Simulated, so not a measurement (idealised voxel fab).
The name of this process module is voxel self aligned contacts.
Cross-section cut: width 180 nm, square cells of 5 nm.
Heads up, the way a cross-section reads in here is a grid of square cells, handed over as bands from the top down, with every band being one or more rows of cells. Each band's line starts with the height of the band's top and of its bottom, in nm. Then come its materials from left to right, each with its width in nm. One material with "full width" fills the band from edge to edge. "empty" is empty space. Height reference: 0 = level under which incoming wafer is all one material. Lowest band: no bottom, runs on downward, e.g. "top 0, no bottom". Width: "30..40" (first number = top row, second number = bottom row, same change from row to row of cells). "changes: none" (step): cross-section cells unchanged, all of them. Each empty space that has no open way to the top and spans at least 8 cells appears under "Enclosed cavities" as width x height at distance, the distance counted from the left edge, all in nm. Step line, after settings: the simulator's comment on this step. "overlay nm" answers the question of how far to the right of plan the mask lay on a step that has a mask, and when it is negative the answer is to the left.
[The process steps that were planned are listed below]
1. RECEIVE | material Si
2. CONFORMAL_DEP | material SiO2 | thk nm 5
3. DIRECTIONAL_DEP | material polySi | thk nm 25
4. DIRECTIONAL_DEP | material SiN | thk nm 20
5. PATTERN | tone cover | mask id GATE | material resist | width nm 25 | pitch nm 65 | thk nm 20 | overlay nm 0
6. DIRECTIONAL_ETCH | etch materials SiN | depth nm 20
7. DIRECTIONAL_ETCH | etch materials polySi | depth nm 25
8. STRIP | etch materials resist
9. CONFORMAL_DEP | material SiN | thk nm 10
10. DIRECTIONAL_ETCH | etch materials SiN | depth nm 10
11. FILL_DEP | material SiO2 | thk nm 20
12. CMP | height nm 60
13. PATTERN | tone open | mask id CONTACT | material resist | width nm 50 | thk nm 15 | overlay nm 0
14. DIRECTIONAL_ETCH | etch materials SiO2 | depth nm 60
15. STRIP | etch materials resist
16. CONFORMAL_DEP | material TiN | thk nm 5
17. FILL_DEP | material Ru | thk nm 5
18. CMP | height nm 60
19. CONFORMAL_DEP | material SiCN | thk nm 5
[What follows covers the first of two wafers; it ran as planned]
[As-received wafer cross-section (after step 1)]
* top 0, no bottom  Si full width
* Enclosed cavities: none
[After step 2, in cross-section]
* top 5, bottom 0  SiO2 full width
* Under 0: no change, same as before.
[After step 3, in cross-section]
* top 30, bottom 5  polySi full width
* Under 5: no change, same as before.
[After step 4, in cross-section]
* top 50, bottom 30  SiN full width
* Under 30: no change, same as before.
[After step 5, in cross-section]
* top 70, bottom 50  empty: 45 / resist: 25 / empty: 40 / resist: 25 / empty: 45
* Under 50: no change, same as before.
[After step 6, in cross-section]
* top 70, bottom 50  empty: 45 / resist: 25 / empty: 40 / resist: 25 / empty: 45
* top 50, bottom 30  empty: 45 / SiN: 25 / empty: 40 / SiN: 25 / empty: 45
* Under 30: no change, same as before.
[After step 7, in cross-section]
* top 70, bottom 50  empty: 45 / resist: 25 / empty: 40 / resist: 25 / empty: 45
* top 50, bottom 30  empty: 45 / SiN: 25 / empty: 40 / SiN: 25 / empty: 45
* top 30, bottom 5  empty: 45 / polySi: 25 / empty: 40 / polySi: 25 / empty: 45
* Under 5: no change, same as before.
[After step 8, in cross-section]
* top 50, bottom 30  empty: 45 / SiN: 25 / empty: 40 / SiN: 25 / empty: 45
* Under 30: no change, same as before.
[After step 9, in cross-section]
* top 60, bottom 30  empty: 35 / SiN: 45 / empty: 20 / SiN: 45 / empty: 35
* top 30, bottom 15  empty: 35 / SiN: 10 / polySi: 25 / SiN: 10 / empty: 20 / SiN: 10 / polySi: 25 / SiN: 10 / empty: 35
* top 15, bottom 5  SiN: 45 / polySi: 25 / SiN: 40 / polySi: 25 / SiN: 45
* Under 5: no change, same as before.
[After step 10, in cross-section]
* top 50, bottom 30  empty: 35 / SiN: 45 / empty: 20 / SiN: 45 / empty: 35
* top 30, bottom 5  empty: 35 / SiN: 10 / polySi: 25 / SiN: 10 / empty: 20 / SiN: 10 / polySi: 25 / SiN: 10 / empty: 35
* Under 5: no change, same as before.
[After step 11, in cross-section]
* top 70, bottom 50  SiO2 full width
* top 50, bottom 30  SiO2: 35 / SiN: 45 / SiO2: 20 / SiN: 45 / SiO2: 35
* top 30, bottom 5  SiO2: 35 / SiN: 10 / polySi: 25 / SiN: 10 / SiO2: 20 / SiN: 10 / polySi: 25 / SiN: 10 / SiO2: 35
* Under 5: no change, same as before.
[After step 12, in cross-section]
* top 60, bottom 50  SiO2 full width
* Under 50: no change, same as before.
[After step 13, in cross-section]
* top 75, bottom 60  resist: 65 / empty: 50 / resist: 65
* Under 60: no change, same as before.
[After step 14, in cross-section]
* top 75, bottom 60  resist: 65 / empty: 50 / resist: 65
* top 60, bottom 50  SiO2: 65 / empty: 50 / SiO2: 65
* top 50, bottom 30  SiO2: 35 / SiN: 45 / empty: 20 / SiN: 45 / SiO2: 35
* top 30, bottom 5  SiO2: 35 / SiN: 10 / polySi: 25 / SiN: 10 / empty: 20 / SiN: 10 / polySi: 25 / SiN: 10 / SiO2: 35
* top 5, bottom 0  SiO2: 80 / empty: 20 / SiO2: 80
* Under 0: no change, same as before.
[After step 15, in cross-section]
* top 60, bottom 50  SiO2: 65 / empty: 50 / SiO2: 65
* Under 50: no change, same as before.
[After step 16, in cross-section]
* top 65, bottom 60  TiN: 70 / empty: 40 / TiN: 70
* top 60, bottom 50  SiO2: 65 / TiN: 5..20 / empty: 40..10 / TiN: 5..20 / SiO2: 65
* top 50, bottom 30  SiO2: 35 / SiN: 45 / TiN: 5 / empty: 10 / TiN: 5 / SiN: 45 / SiO2: 35
* top 30, bottom 5  SiO2: 35 / SiN: 10 / polySi: 25 / SiN: 10 / TiN: 5 / empty: 10 / TiN: 5 / SiN: 10 / polySi: 25 / SiN: 10 / SiO2: 35
* top 5, bottom 0  SiO2: 80 / TiN: 20 / SiO2: 80
* Under 0: no change, same as before.
[After step 17, in cross-section]
* top 70, bottom 65  Ru full width
* top 65, bottom 60  TiN: 70 / Ru: 40 / TiN: 70
* top 60, bottom 50  SiO2: 65 / TiN: 5..20 / Ru: 40..10 / TiN: 5..20 / SiO2: 65
* top 50, bottom 30  SiO2: 35 / SiN: 45 / TiN: 5 / Ru: 10 / TiN: 5 / SiN: 45 / SiO2: 35
* top 30, bottom 5  SiO2: 35 / SiN: 10 / polySi: 25 / SiN: 10 / TiN: 5 / Ru: 10 / TiN: 5 / SiN: 10 / polySi: 25 / SiN: 10 / SiO2: 35
* Under 5: no change, same as before.
[After step 18, in cross-section]
* top 60, bottom 50  SiO2: 65 / TiN: 5..20 / Ru: 40..10 / TiN: 5..20 / SiO2: 65
* Under 50: no change, same as before.
[After step 19, in cross-section]
* top 65, bottom 60  SiCN full width
* Under 60: no change, same as before.
[Now the other wafer: same start, same recipe, but we messed up one thing when running it. Up to and including step 12 it's the same as the first one]
[Cross-section, second wafer, at the end time the plan gives for step 13]
* top 75, bottom 60  resist: 55 / empty: 50 / resist: 75
* Under 60: no change, same as before.
[Cross-section, second wafer, at the end time the plan gives for step 14]
* top 75, bottom 60  resist: 55 / empty: 50 / resist: 75
* top 60, bottom 50  SiO2: 55 / empty: 50 / SiO2: 75
* top 50, bottom 30  SiO2: 35 / SiN: 45 / empty: 20 / SiN: 45 / SiO2: 35
* top 30, bottom 5  SiO2: 35 / SiN: 10 / polySi: 25 / SiN: 10 / empty: 20 / SiN: 10 / polySi: 25 / SiN: 10 / SiO2: 35
* top 5, bottom 0  SiO2: 80 / empty: 20 / SiO2: 80
* Under 0: no change, same as before.
[Cross-section, second wafer, at the end time the plan gives for step 15]
* top 60, bottom 50  SiO2: 55 / empty: 50 / SiO2: 75
* Under 50: no change, same as before.
[Cross-section, second wafer, at the end time the plan gives for step 16]
* top 65, bottom 60  TiN: 60 / empty: 40 / TiN: 80
* top 60, bottom 50  SiO2: 55 / TiN: 5..30 / empty: 40..10 / TiN: 5..10 / SiO2: 75
* top 50, bottom 30  SiO2: 35 / SiN: 45 / TiN: 5 / empty: 10 / TiN: 5 / SiN: 45 / SiO2: 35
* top 30, bottom 5  SiO2: 35 / SiN: 10 / polySi: 25 / SiN: 10 / TiN: 5 / empty: 10 / TiN: 5 / SiN: 10 / polySi: 25 / SiN: 10 / SiO2: 35
* top 5, bottom 0  SiO2: 80 / TiN: 20 / SiO2: 80
* Under 0: no change, same as before.
[Cross-section, second wafer, at the end time the plan gives for step 17]
* top 70, bottom 65  Ru full width
* top 65, bottom 60  TiN: 60 / Ru: 40 / TiN: 80
* top 60, bottom 50  SiO2: 55 / TiN: 5..30 / Ru: 40..10 / TiN: 5..10 / SiO2: 75
* top 50, bottom 30  SiO2: 35 / SiN: 45 / TiN: 5 / Ru: 10 / TiN: 5 / SiN: 45 / SiO2: 35
* top 30, bottom 5  SiO2: 35 / SiN: 10 / polySi: 25 / SiN: 10 / TiN: 5 / Ru: 10 / TiN: 5 / SiN: 10 / polySi: 25 / SiN: 10 / SiO2: 35
* Under 5: no change, same as before.
[Cross-section, second wafer, at the end time the plan gives for step 18]
* top 60, bottom 50  SiO2: 55 / TiN: 5..30 / Ru: 40..10 / TiN: 5..10 / SiO2: 75
* Under 50: no change, same as before.
[Cross-section, second wafer, at the end time the plan gives for step 19]
* top 65, bottom 60  SiCN full width
* Under 60: no change, same as before.
Diagnosis: for step 13, the planned setting was not used; the step was instead run as PATTERN | tone open | mask id CONTACT | material resist | width nm 50 | thk nm 15 | overlay nm -10
Same inventory, different map: at the end, the second wafer holds as many cells of each material as the first, placed elsewhere.
